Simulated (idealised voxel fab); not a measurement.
process module | voxel wiring stack
cross-section cut | 205 nm wide | cells 5 nm
A cross-section is a grid of square cells, given in bands from the top down. A band is one or more rows of cells.
Each band's line starts with the height of the band's top and of its bottom, in nm. Then come its materials from left to right, each with its width in nm. One material with "throughout" fills the band from edge to edge. "air" is empty space.
Height 0 is the level under which the wafer as received is all one material. The lowest band goes on downwards, as in "0 down".
A width such as "30 to 40" changes by the same amount from each row of cells to the next, from the band's top row to its bottom row.
"no change" after a step means that no cell of the cross-section changed.
closed voids: empty space of 8 cells or more with no open way to the top, each as width x height at its distance from the left edge, in nm
after a step's settings: what the simulator itself notes on the step
overlay nm, on a step with a mask: how far to the right of its planned place the mask lay; to the left if negative
plan
1 op RECEIVE | material Si
2 op CONFORMAL_DEP | material SiO2 | thk nm 10
3 op CONFORMAL_DEP | material SiCN | thk nm 5
4 op DIRECTIONAL_DEP | material lowk | thk nm 25
5 op DIRECTIONAL_DEP | material aC | thk nm 15
6 op PATTERN | tone open | mask id METAL_1 | material resist | width nm 20 | pitch nm 45 | thk nm 35 | overlay nm 0
7 op DIRECTIONAL_ETCH | etch materials aC | depth nm 15
8 op STRIP | etch materials resist
9 op DIRECTIONAL_ETCH | etch materials lowk | depth nm 25
10 op DIRECTIONAL_ETCH | etch materials SiCN | depth nm 5
11 op STRIP | etch materials aC
12 op CONFORMAL_DEP | material TiN | thk nm 5
13 op FILL_DEP | material Ru | thk nm 5
14 op CMP | height nm 40
15 op CONFORMAL_DEP | material SiCN | thk nm 5
16 op DIRECTIONAL_DEP | material lowk | thk nm 15
17 op DIRECTIONAL_DEP | material aC | thk nm 10
18 op PATTERN | tone open | mask id PLUG_1 | material resist | width nm 15 | thk nm 25 | overlay nm 0
19 op DIRECTIONAL_ETCH | etch materials aC | depth nm 10
20 op STRIP | etch materials resist
21 op DIRECTIONAL_ETCH | etch materials lowk | depth nm 15
22 op DIRECTIONAL_ETCH | etch materials SiCN | depth nm 5
23 op STRIP | etch materials aC
24 op CONFORMAL_DEP | material TiN | thk nm 5
25 op FILL_DEP | material Ru | thk nm 10
26 op CMP | height nm 60
27 op DIRECTIONAL_DEP | material TiN | thk nm 5
28 op DIRECTIONAL_DEP | material Ru | thk nm 20
29 op DIRECTIONAL_DEP | material aC | thk nm 10
30 op PATTERN | tone cover | mask id METAL_2 | material resist | width nm 20 | pitch nm 45 | thk nm 25 | overlay nm 0
31 op DIRECTIONAL_ETCH | etch materials aC | depth nm 10
32 op STRIP | etch materials resist
33 op DIRECTIONAL_ETCH | etch materials Ru | depth nm 20
34 op DIRECTIONAL_ETCH | etch materials TiN | depth nm 5
35 op STRIP | etch materials aC
36 op CONFORMAL_DEP | material SiCN | thk nm 5
37 op FILL_DEP | material lowk | thk nm 5
38 op CMP | height nm 85
39 op CONFORMAL_DEP | material SiCN | thk nm 5
40 op DIRECTIONAL_DEP | material lowk | thk nm 10
41 op PATTERN | tone open | mask id PLUG_2 | material resist | width nm 15 | pitch nm 45 | thk nm 15 | overlay nm 0
42 op DIRECTIONAL_ETCH | etch materials lowk | depth nm 10
43 op DIRECTIONAL_ETCH | etch materials SiCN | depth nm 5
44 op STRIP | etch materials resist
45 op CONFORMAL_DEP | material TiN | thk nm 5
46 op FILL_DEP | material Cu | thk nm 5
47 op CMP | height nm 100
48 op DIRECTIONAL_DEP | material TiN | thk nm 5
49 op DIRECTIONAL_DEP | material Ru | thk nm 15
50 op DIRECTIONAL_DEP | material aC | thk nm 15
51 op PATTERN | tone cover | mask id METAL_3 | material resist | width nm 20 | pitch nm 45 | thk nm 30 | overlay nm 0
52 op DIRECTIONAL_ETCH | etch materials aC | depth nm 15
53 op STRIP | etch materials resist
54 op DIRECTIONAL_ETCH | etch materials Ru | depth nm 15
55 op DIRECTIONAL_ETCH | etch materials TiN | depth nm 5
56 op STRIP | etch materials aC
57 op FILL_DEP | material lowk | thk nm 5
58 op CMP | height nm 120
59 op CONFORMAL_DEP | material SiN | thk nm 5
as received, after step 1
  0 down: Si throughout
  closed voids: none
a wafer at the end: this start, this plan, one mistake
  125 to 120: SiN throughout
  120 to 105: lowk 70 | Ru 20 | lowk 25 | Ru 20 | lowk 70
  105 to 100: lowk 70 | TiN 20 | lowk 25 | TiN 20 | lowk 70
  100 to 90: lowk 70 | TiN 5 | Cu 5 | TiN 5 | lowk 30 | TiN 5 | Cu 5 | TiN 5 | lowk 75
  90 to 85: SiCN 70 | TiN 15 | SiCN 30 | TiN 15 | SiCN 75
  85 to 65: lowk 65 | SiCN 5 | Ru 20 | SiCN 5 | lowk 15 | SiCN 5 | Ru 20 | SiCN 5 | lowk 65
  65 to 60: SiCN 70 | TiN 20 | SiCN 25 | TiN 20 | SiCN 70
  60 to 45: lowk 70 | TiN 5 | Ru 5 | TiN 5 | lowk 120
  45 to 40: SiCN 70 | TiN 15 | SiCN 120
  40 to 35: TiN 75 | Ru 10 | TiN 35 | Ru 10 | TiN 75
  35 to 15: lowk 70 | TiN 5 | Ru 10 | TiN 5 | lowk 25 | TiN 5 | Ru 10 | TiN 5 | lowk 70
  15 to 10: lowk 70 | TiN 20 | lowk 25 | TiN 20 | lowk 70
  10 to 0: SiO2 throughout
  0 down: Si throughout
  closed voids: none
what went wrong: step 3 was left out
